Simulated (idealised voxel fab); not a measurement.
process module | voxel wiring stack
cross-section cut | 275 nm wide | cells 5 nm
A cross-section is a grid of square cells, given in bands from the top down. A band is one or more rows of cells.
Each band's line starts with the height of the band's top and of its bottom, in nm. Then come its materials from left to right, each with its width in nm. One material with "throughout" fills the band from edge to edge. "air" is empty space.
Height 0 is the level under which the wafer as received is all one material. The lowest band goes on downwards, as in "0 down".
A width such as "30 to 40" changes by the same amount from each row of cells to the next, from the band's top row to its bottom row.
"no change" after a step means that no cell of the cross-section changed.
closed voids: empty space of 8 cells or more with no open way to the top, each as width x height at its distance from the left edge, in nm
after a step's settings: what the simulator itself notes on the step
overlay nm, on a step with a mask: how far to the right of its planned place the mask lay; to the left if negative
plan
1 op RECEIVE | material Si
2 op CONFORMAL_DEP | material SiO2 | thk nm 10
3 op DIRECTIONAL_DEP | material TiN | thk nm 5
4 op DIRECTIONAL_DEP | material W | thk nm 15
5 op DIRECTIONAL_DEP | material aC | thk nm 15
6 op PATTERN | tone cover | mask id METAL_1 | material resist | width nm 30 | pitch nm 55 | thk nm 30 | overlay nm 0
7 op DIRECTIONAL_ETCH | etch materials aC | depth nm 15
8 op STRIP | etch materials resist
9 op DIRECTIONAL_ETCH | etch materials W | depth nm 15
10 op DIRECTIONAL_ETCH | etch materials TiN | depth nm 5
11 op STRIP | etch materials aC
12 op CONFORMAL_DEP | material SiCN | thk nm 5
13 op FILL_DEP | material SiO2 | thk nm 10
14 op CMP | height nm 30
15 op CONFORMAL_DEP | material SiCN | thk nm 5
16 op DIRECTIONAL_DEP | material SiO2 | thk nm 20
17 op PATTERN | tone open | mask id PLUG_1 | material resist | width nm 15 | pitch nm 55 | thk nm 20 | overlay nm 0
18 op DIRECTIONAL_ETCH | etch materials SiO2 | depth nm 20
19 op DIRECTIONAL_ETCH | etch materials SiCN | depth nm 5
20 op STRIP | etch materials resist
21 op EPI | material Ru | thk nm 10
22 op EPI | material Ru | thk nm 10
23 op EPI | material Ru | thk nm 5
24 op DIRECTIONAL_DEP | material TiN | thk nm 5
25 op DIRECTIONAL_DEP | material Ru | thk nm 25
26 op DIRECTIONAL_DEP | material aC | thk nm 15
27 op PATTERN | tone cover | mask id METAL_2 | material resist | width nm 30 | pitch nm 55 | thk nm 35 | overlay nm 0
28 op DIRECTIONAL_ETCH | etch materials aC | depth nm 15
29 op STRIP | etch materials resist
30 op DIRECTIONAL_ETCH | etch materials Ru | depth nm 25
31 op DIRECTIONAL_ETCH | etch materials TiN | depth nm 5
32 op STRIP | etch materials aC
33 op FILL_DEP | material lowk | thk nm 5
34 op CMP | height nm 85
35 op CONFORMAL_DEP | material SiCN | thk nm 5
36 op DIRECTIONAL_DEP | material lowk | thk nm 20
37 op PATTERN | tone open | mask id PLUG_2 | material resist | width nm 15 | pitch nm 110 | thk nm 20 | overlay nm 0
38 op DIRECTIONAL_ETCH | etch materials lowk | depth nm 20
39 op DIRECTIONAL_ETCH | etch materials SiCN | depth nm 5
40 op STRIP | etch materials resist
41 op CONFORMAL_DEP | material TiN | thk nm 5
42 op FILL_DEP | material Ru | thk nm 10
43 op CMP | height nm 110
44 op DIRECTIONAL_DEP | material TiN | thk nm 5
45 op DIRECTIONAL_DEP | material Ru | thk nm 15
46 op PATTERN | tone cover | mask id METAL_3 | material resist | width nm 30 | pitch nm 55 | thk nm 20 | overlay nm 0
47 op DIRECTIONAL_ETCH | etch materials Ru | depth nm 15
48 op DIRECTIONAL_ETCH | etch materials TiN | depth nm 5
49 op STRIP | etch materials resist
50 op CONFORMAL_DEP | material SiN | thk nm 5
51 op FILL_DEP | material lowk | thk nm 10
52 op CMP | height nm 130
53 op CONFORMAL_DEP | material SiCN | thk nm 5
54 op DIRECTIONAL_DEP | material SiO2 | thk nm 30
55 op MASKED_ETCH | tone open | mask id METAL_4 | width nm 30 | pitch nm 55 | etch materials SiO2 | depth nm 20 | overlay nm 0
56 op MASKED_ETCH | tone open | mask id METAL_4_HOLES | width nm 15 | pitch nm 55 | etch materials SiO2 | depth nm 10 | overlay nm 0
57 op MASKED_ETCH | tone open | mask id METAL_4_HOLES | width nm 15 | pitch nm 55 | etch materials SiCN | depth nm 5 | overlay nm 0
58 op CONFORMAL_DEP | material TiN | thk nm 5
59 op FILL_DEP | material Cu | thk nm 5
60 op CMP | height nm 165
61 op CONFORMAL_DEP | material SiCN | thk nm 5
as received, after step 1
  0 down: Si throughout
  closed voids: none
first wafer at the end, as planned
  170 to 165: SiCN throughout
  165 to 150: SiO2 65 | TiN 5 | Cu 20 | TiN 5 | SiO2 25 | TiN 5 | Cu 20 | TiN 5 | SiO2 25 | TiN 5 | Cu 20 | TiN 5 | SiO2 70
  150 to 145: SiO2 65 | TiN 5 | Cu 5 | TiN 20 | SiO2 25 | TiN 5 | Cu 5 | TiN 20 | SiO2 25 | TiN 5 | Cu 5 | TiN 20 | SiO2 70
  145 to 135: SiO2 65 | TiN 5 | Cu 5 | TiN 5 | SiO2 40 | TiN 5 | Cu 5 | TiN 5 | SiO2 40 | TiN 5 | Cu 5 | TiN 5 | SiO2 85
  135 to 130: SiCN 65 | TiN 15 | SiCN 40 | TiN 15 | SiCN 40 | TiN 15 | SiCN 85
  130 to 115: lowk 60 | SiN 5 | Ru 30 | SiN 5 | lowk 15 | SiN 5 | Ru 30 | SiN 5 | lowk 15 | SiN 5 | Ru 30 | SiN 5 | lowk 65
  115 to 110: SiN 65 | TiN 30 | SiN 25 | TiN 30 | SiN 25 | TiN 30 | SiN 70
  110 to 90: lowk 65 | TiN 5 | Ru 5 | TiN 5 | lowk 95 | TiN 5 | Ru 5 | TiN 5 | lowk 85
  90 to 85: SiCN 65 | TiN 15 | SiCN 95 | TiN 15 | SiCN 85
  85 to 60: lowk 65 | Ru 30 | lowk 25 | Ru 30 | lowk 25 | Ru 30 | lowk 70
  60 to 55: lowk 65 | TiN 30 | lowk 25 | TiN 30 | lowk 25 | TiN 30 | lowk 70
  55 to 35: SiO2 65 | Ru 15 | SiO2 40 | Ru 15 | SiO2 40 | Ru 15 | SiO2 85
  35 to 30: SiCN 65 | Ru 15 | SiCN 40 | Ru 15 | SiCN 40 | Ru 15 | SiCN 85
  30 to 15: SiO2 60 | SiCN 5 | W 30 | SiCN 5 | SiO2 15 | SiCN 5 | W 30 | SiCN 5 | SiO2 15 | SiCN 5 | W 30 | SiCN 5 | SiO2 65
  15 to 10: SiCN 65 | TiN 30 | SiCN 25 | TiN 30 | SiCN 25 | TiN 30 | SiCN 70
  10 to 0: SiO2 throughout
  0 down: Si throughout
  closed voids: none
second wafer at the end: like start, like plan, one mistake
  170 to 165: SiCN throughout
  165 to 160: SiCN 65 | TiN 15 | SiCN 40 | TiN 15 | SiCN 40 | TiN 15 | SiCN 85
  160 to 130: SiO2 throughout
  130 to 115: lowk 60 | SiN 5 | Ru 30 | SiN 5 | lowk 15 | SiN 5 | Ru 30 | SiN 5 | lowk 15 | SiN 5 | Ru 30 | SiN 5 | lowk 65
  115 to 110: SiN 65 | TiN 30 | SiN 25 | TiN 30 | SiN 25 | TiN 30 | SiN 70
  110 to 90: lowk 65 | TiN 5 | Ru 5 | TiN 5 | lowk 95 | TiN 5 | Ru 5 | TiN 5 | lowk 85
  90 to 85: SiCN 65 | TiN 15 | SiCN 95 | TiN 15 | SiCN 85
  85 to 60: lowk 65 | Ru 30 | lowk 25 | Ru 30 | lowk 25 | Ru 30 | lowk 70
  60 to 55: lowk 65 | TiN 30 | lowk 25 | TiN 30 | lowk 25 | TiN 30 | lowk 70
  55 to 35: SiO2 65 | Ru 15 | SiO2 40 | Ru 15 | SiO2 40 | Ru 15 | SiO2 85
  35 to 30: SiCN 65 | Ru 15 | SiCN 40 | Ru 15 | SiCN 40 | Ru 15 | SiCN 85
  30 to 15: SiO2 60 | SiCN 5 | W 30 | SiCN 5 | SiO2 15 | SiCN 5 | W 30 | SiCN 5 | SiO2 15 | SiCN 5 | W 30 | SiCN 5 | SiO2 65
  15 to 10: SiCN 65 | TiN 30 | SiCN 25 | TiN 30 | SiCN 25 | TiN 30 | SiCN 70
  10 to 0: SiO2 throughout
  0 down: Si throughout
  closed voids: none
what went wrong: steps 53 and 54 were swapped
at the end the second wafer has, in cells: 45 fewer of Cu | 90 more of SiO2 | 45 fewer of TiN
